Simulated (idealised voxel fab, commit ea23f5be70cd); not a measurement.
process module | voxel double patterning
cross-section cut | 175 nm wide | cells 5 nm
A cross-section is a grid of square cells, given in bands from the top down. A band is one or more rows of cells.
Each band's line starts with the height of the band's top and of its bottom, in nm. Then come its materials from left to right, each with its width in nm. One material with "throughout" fills the band from edge to edge. "air" is empty space.
Height 0 is the level under which the wafer as received is all one material. The lowest band goes on downwards, as in "0 down".
A width such as "30 to 40" changes by the same amount from each row of cells to the next, from the band's top row to its bottom row.
"no change" after a step means that no cell of the cross-section changed.
closed voids: empty space of 8 cells or more with no open way to the top, each as width x height at its distance from the left edge, in nm
after a step's settings: what the simulator itself notes on the step
overlay nm, on a step with a mask: how far to the right of its planned place the mask lay; to the left if negative
plan
1 op RECEIVE | material Si
2 op CONFORMAL_DEP | material SiN | thk nm 10
3 op DIRECTIONAL_DEP | material SiO2 | thk nm 15
4 op DIRECTIONAL_DEP | material SiCN | thk nm 10
5 op DIRECTIONAL_DEP | material aC | thk nm 10
6 op PATTERN | tone open | mask id FIRST | material resist | width nm 15 | pitch nm 50 | thk nm 30 | overlay nm 0
7 op DIRECTIONAL_ETCH | etch materials aC | depth nm 10
8 op STRIP | etch materials resist
9 op DIRECTIONAL_ETCH | etch materials SiCN | depth nm 10
10 op STRIP | etch materials aC
11 op MASKED_ETCH | tone open | mask id SECOND | width nm 15 | pitch nm 50 | etch materials SiCN | depth nm 10 | overlay nm 0
12 op DIRECTIONAL_ETCH | etch materials SiO2 | depth nm 15
13 op STRIP | etch materials SiCN
as received, after step 1
  0 down: Si throughout
  closed voids: none
a wafer at the end: this start, this plan, one mistake
  25 to 10: air 30 | SiO2 15 | air 35 | SiO2 15 | air 35 | SiO2 15 | air 30
  10 to 0: SiN throughout
  0 down: Si throughout
  closed voids: none
what went wrong: step 6 ran as: op PATTERN | tone cover | mask id FIRST | material resist | width nm 15 | pitch nm 50 | thk nm 30 | overlay nm 0
